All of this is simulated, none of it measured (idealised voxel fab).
The process module presented herein is designated voxel tone inversion.
In the cross-section labelled cut, the width is 230 nm and each square cell is 5 nm.
Bands, listed from the top down, are how a cross-section gets written in this document; the cross-section itself is a grid of square cells, and a band is one or more rows of them. Band: top height; bottom height; in nm. Then, left to right: material with width in nm, for each material. "full width": a single material spanning edge to edge. "air": empty space. Basically, 0 is our baseline, since under it the wafer straight out of the box is all one material. The bottom band has no lower end and keeps on going down, so it looks like "0 -> down". A width such as "30->40" changes by the same amount from each row of cells to the next, from the band's top row to its bottom row. What does "remains unaltered" mean for a step? It means no cell of the cross-section changed in that step. If an empty space has no open way to the top and is at least 8 cells in size, "Cavities, sealed" lists it, written width x height at distance, where distance is measured from the left edge and every value is in nm. On a step's line, text after the settings is the simulator commenting on that step. overlay nm: how far to the right of its planned place the mask lay on this masked step (negative: to the left).
### These are the steps we planned for the process
- 1: RECEIVE: material Si
- 2: CONFORMAL_DEP: material SiCN, thk nm 10
- 3: DIRECTIONAL_DEP: material polySi, thk nm 20
- 4: PATTERN: tone cover, mask id POSTS, material resist, width nm 20, pitch nm 40, thk nm 30, overlay nm 0
- 5: DIRECTIONAL_ETCH: etch materials polySi, depth nm 20
- 6: STRIP: etch materials resist
- 7: FILL_DEP: material SiO2, thk nm 5
- 8: CMP: height nm 30
- 9: STRIP: etch materials polySi
- 10: CONFORMAL_DEP: material TiN, thk nm 5
- 11: FILL_DEP: material W, thk nm 5
- 12: CMP: height nm 30
- 13: CONFORMAL_DEP: material SiCN, thk nm 5
### As received (post step 1): cross-section
  0 -> down | Si full width
  Cavities, sealed: none
### What the wafer looks like in cross-section after this module, when it starts as shown above and follows the plan above but one mistake is made in running it
  35 -> 30 | SiCN full width
  30 -> 25 | SiO2 full width
  25 -> 10 | 85 SiO2 | 20 polySi | 20 SiO2 | 20 polySi | 85 SiO2
  10 -> 0 | SiCN full width
  0 -> down | Si full width
  Cavities, sealed: none
The mistake made against the process plan was this: it should be noted that step 3 was executed with settings other than those planned, the operation and settings actually applied being DIRECTIONAL_DEP: material polySi, thk nm 15
